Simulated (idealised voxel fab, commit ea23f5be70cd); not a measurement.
process module | voxel transistor to metal
Displayed cross-section: cut, width of 290 nm, square cells sized 5 nm.
When this document writes out a cross-section, it uses a grid of square cells and lists it as bands, beginning at the top and moving down, with a band standing for one or more rows of cells. Look at the band entry: it leads with the top's height and the bottom's height in nm. Then it lists the materials left to right, with a width in nm for each. The word "all across" on a single material says that material fills the band edge to edge. The word "air" is empty space. Height is counted from the level 0, under which the received wafer is composed throughout of one material. The lowest of the bands is not closed at the bottom but continues downward, in the notation "top 0, no bottom". Read "30..40" as a graded width: first number on top, second number at the bottom, same change between each pair of neighbouring rows. You'll sometimes find "changes: none" written for a step, and that's the way of saying that nowhere in the cross-section did a cell change during that step. The label "Fully enclosed voids" introduces a list of the empty spaces, 8 cells or larger, that have no open way up to the top; each entry in it reads width x height at distance, where the distance is taken from the left edge and all three are stated in nm. That trailing text on a step's line, after the settings, is the simulator's own remark on the step. The optional step-line setting "overlay nm" applies to steps with a mask and quantifies how far to the right of its planned location the mask lay, a negative value indicating leftward placement.

PLANNED STEP LIST FOR THE PROCESS
1,op RECEIVE | material Si
2,op CONFORMAL_DEP | material SiO2 | thk nm 5
3,op CONFORMAL_DEP | material SiN | thk nm 15
4,op DIRECTIONAL_DEP | material aC | thk nm 10
5,op PATTERN | tone cover | mask id ACTIVE | material resist | width nm 105 | pitch nm 135 | thk nm 30 | overlay nm 0
6,op DIRECTIONAL_ETCH | etch materials aC | depth nm 10
7,op STRIP | etch materials resist
8,op DIRECTIONAL_ETCH | etch materials SiN | depth nm 15
9,op DIRECTIONAL_ETCH | etch materials SiO2 | depth nm 5
10,op DIRECTIONAL_ETCH | etch materials Si | depth nm 35
11,op STRIP | etch materials aC
12,op OXIDIZE | depth nm 5
13,op FILL_DEP | material SiO2 | thk nm 15
14,op CMP | height nm 20
15,op SELECTIVE_ETCH | etch materials SiO2 | depth nm 10
16,op STRIP | etch materials SiN
17,op SELECTIVE_ETCH | etch materials SiO2 | depth nm 5
18,op OXIDIZE | depth nm 5
19,op DIRECTIONAL_DEP | material polySi | thk nm 25
20,op DIRECTIONAL_DEP | material SiCN | thk nm 10
21,op MASKED_ETCH | tone cover | mask id GATE | width nm 25 | pitch nm 135 | etch materials SiCN | depth nm 20 | overlay nm 0
22,op MASKED_ETCH | tone cover | mask id GATE | width nm 25 | pitch nm 135 | etch materials polySi | depth nm 35 | overlay nm 0
23,op CONFORMAL_DEP | material SiO2 | thk nm 5
24,op DIRECTIONAL_ETCH | etch materials SiO2 | depth nm 5
25,op CONFORMAL_DEP | material SiN | thk nm 10
26,op DIRECTIONAL_ETCH | etch materials SiN | depth nm 10
27,op DIRECTIONAL_ETCH | etch materials SiO2 | depth nm 5
28,op DIRECTIONAL_ETCH | etch materials Si | depth nm 10
29,op EPI | material pSi | thk nm 15
30,op FILL_DEP | material SiO2 | thk nm 10
31,op CMP | height nm 25
32,op STRIP | etch materials polySi
33,op SELECTIVE_ETCH | etch materials SiO2 | depth nm 5
34,op CONFORMAL_DEP | material HfO2 | thk nm 5
35,op CONFORMAL_DEP | material TiN | thk nm 5
36,op FILL_DEP | material W | thk nm 10
37,op CMP | height nm 20
38,op DIRECTIONAL_DEP | material SiO2 | thk nm 10
39,op DIRECTIONAL_DEP | material aC | thk nm 15
40,op PATTERN | tone open | mask id CONTACT | material resist | width nm 20 | thk nm 35 | overlay nm 0
41,op DIRECTIONAL_ETCH | etch materials aC | depth nm 15
42,op STRIP | etch materials resist
43,op DIRECTIONAL_ETCH | etch materials SiO2 | depth nm 20
44,op STRIP | etch materials aC
45,op CONFORMAL_DEP | material TiN | thk nm 5
46,op FILL_DEP | material Ru | thk nm 5
47,op CMP | height nm 30
48,op DIRECTIONAL_DEP | material TiN | thk nm 5
49,op DIRECTIONAL_DEP | material W | thk nm 20
50,op DIRECTIONAL_DEP | material aC | thk nm 10
51,op PATTERN | tone cover | mask id METAL_1 | material resist | width nm 20 | thk nm 25 | overlay nm 0
52,op DIRECTIONAL_ETCH | etch materials aC | depth nm 10
53,op STRIP | etch materials resist
54,op DIRECTIONAL_ETCH | etch materials W | depth nm 20
55,op DIRECTIONAL_ETCH | etch materials TiN | depth nm 5
56,op STRIP | etch materials aC
57,op FILL_DEP | material lowk | thk nm 10
58,op CMP | height nm 55
59,op CONFORMAL_DEP | material SiCN | thk nm 5
60,op DIRECTIONAL_DEP | material SiO2 | thk nm 35
61,op MASKED_ETCH | tone open | mask id METAL_2_HOLES | width nm 15 | pitch nm 135 | etch materials SiO2 | depth nm 35 | overlay nm 0
62,op DIRECTIONAL_DEP | material aC | thk nm 10
63,op PATTERN | tone open | mask id METAL_2 | material resist | width nm 20 | pitch nm 135 | thk nm 25 | overlay nm 0
64,op DIRECTIONAL_ETCH | etch materials aC | depth nm 10
65,op STRIP | etch materials resist
66,op DIRECTIONAL_ETCH | etch materials SiO2 | depth nm 20
67,op DIRECTIONAL_ETCH | etch materials SiCN | depth nm 5
68,op STRIP | etch materials aC
69,op CONFORMAL_DEP | material TiN | thk nm 5
70,op FILL_DEP | material Cu | thk nm 10
71,op CMP | height nm 95
72,op CONFORMAL_DEP | material SiN | thk nm 5

CROSS-SECTION: WAFER ON ARRIVAL = AFTER STEP 1
> top 0, no bottom | Si all across
> Fully enclosed voids: none

STARTING WAFER: ABOVE. PLAN: ABOVE. RUN: ONE MISTAKE. CROSS-SECTION AFTER THE MODULE: BELOW
> top 100, bottom 95 | SiN all across
> top 95, bottom 80 | SiO2 30; TiN 5; Cu 10; TiN 5; SiO2 115; TiN 5; Cu 10; TiN 5; SiO2 105
> top 80, bottom 75 | SiO2 30; TiN 5; Cu 5; TiN 10; SiO2 115; TiN 5; Cu 5; TiN 10; SiO2 105
> top 75, bottom 60 | SiO2 30; TiN 5; Cu 5; TiN 5; SiO2 120; TiN 5; Cu 5; TiN 5; SiO2 110
> top 60, bottom 55 | SiCN 30; TiN 15; SiCN 120; TiN 15; SiCN 110
> top 55, bottom 35 | lowk 30; W 20; lowk 55; W 20; lowk 40; W 20; lowk 55; W 20; lowk 30
> top 35, bottom 30 | lowk 30; TiN 20; lowk 55; TiN 20; lowk 40; TiN 20; lowk 55; TiN 20; lowk 30
> top 30, bottom 20 | SiO2 30; TiN 5; Ru 10; TiN 5; SiO2 55; TiN 5; Ru 10; TiN 5; SiO2 40; TiN 5; Ru 10; TiN 5; SiO2 55; TiN 5; Ru 10; TiN 5; SiO2 30
> top 20, bottom 15 | SiO2 30; TiN 5; Ru 10; TiN 5; SiN 10; HfO2 5; TiN 5; W 15; TiN 5; HfO2 5; SiN 10; TiN 5; Ru 10; TiN 5; SiO2 40; TiN 5; Ru 10; TiN 5; SiN 10; HfO2 5; TiN 5; W 15; TiN 5; HfO2 5; SiN 10; TiN 5; Ru 10; TiN 5; SiO2 30
> top 15, bottom 10 | SiO2 30; TiN 20; SiN 10; HfO2 5; TiN 5; W 15; TiN 5; HfO2 5; SiN 10; TiN 20; SiO2 40; TiN 20; SiN 10; HfO2 5; TiN 5; W 15; TiN 5; HfO2 5; SiN 10; TiN 20; SiO2 30
> top 10, bottom 5 | SiO2 35; pSi 15; SiN 10; HfO2 5; TiN 5; W 15; TiN 5; HfO2 5; SiN 10; pSi 15; SiO2 50; pSi 15; SiN 10; HfO2 5; TiN 5; W 15; TiN 5; HfO2 5; SiN 10; pSi 15; SiO2 35
> top 5, bottom 0 | SiO2 25; SiN 10; pSi 15; SiN 10; HfO2 5; TiN 25; HfO2 5; SiN 10; pSi 15; SiN 10; SiO2 30; SiN 10; pSi 15; SiN 10; HfO2 5; TiN 25; HfO2 5; SiN 10; pSi 15; SiN 10; SiO2 25
> top 0, bottom -5 | SiO2 35; pSi 15; SiO2 10; HfO2 35; SiO2 10; pSi 15; SiO2 50; pSi 15; SiO2 10; HfO2 35; SiO2 10; pSi 15; SiO2 35
> top -5, bottom -10 | SiO2 35; pSi 15; Si 55; pSi 15; SiO2 50; pSi 15; Si 55; pSi 15; SiO2 35
> top -10, bottom -15 | SiO2 30; Si 5; pSi 15; Si 55; pSi 15; Si 5; SiO2 40; Si 5; pSi 15; Si 55; pSi 15; Si 5; SiO2 30
> top -15, bottom -40 | SiO2 30; Si 95; SiO2 40; Si 95; SiO2 30
> top -40, no bottom | Si all across
> Fully enclosed voids: none
In executing the process, a mistake was made relative to the plan: the plan's step 2 was left out and never carried out
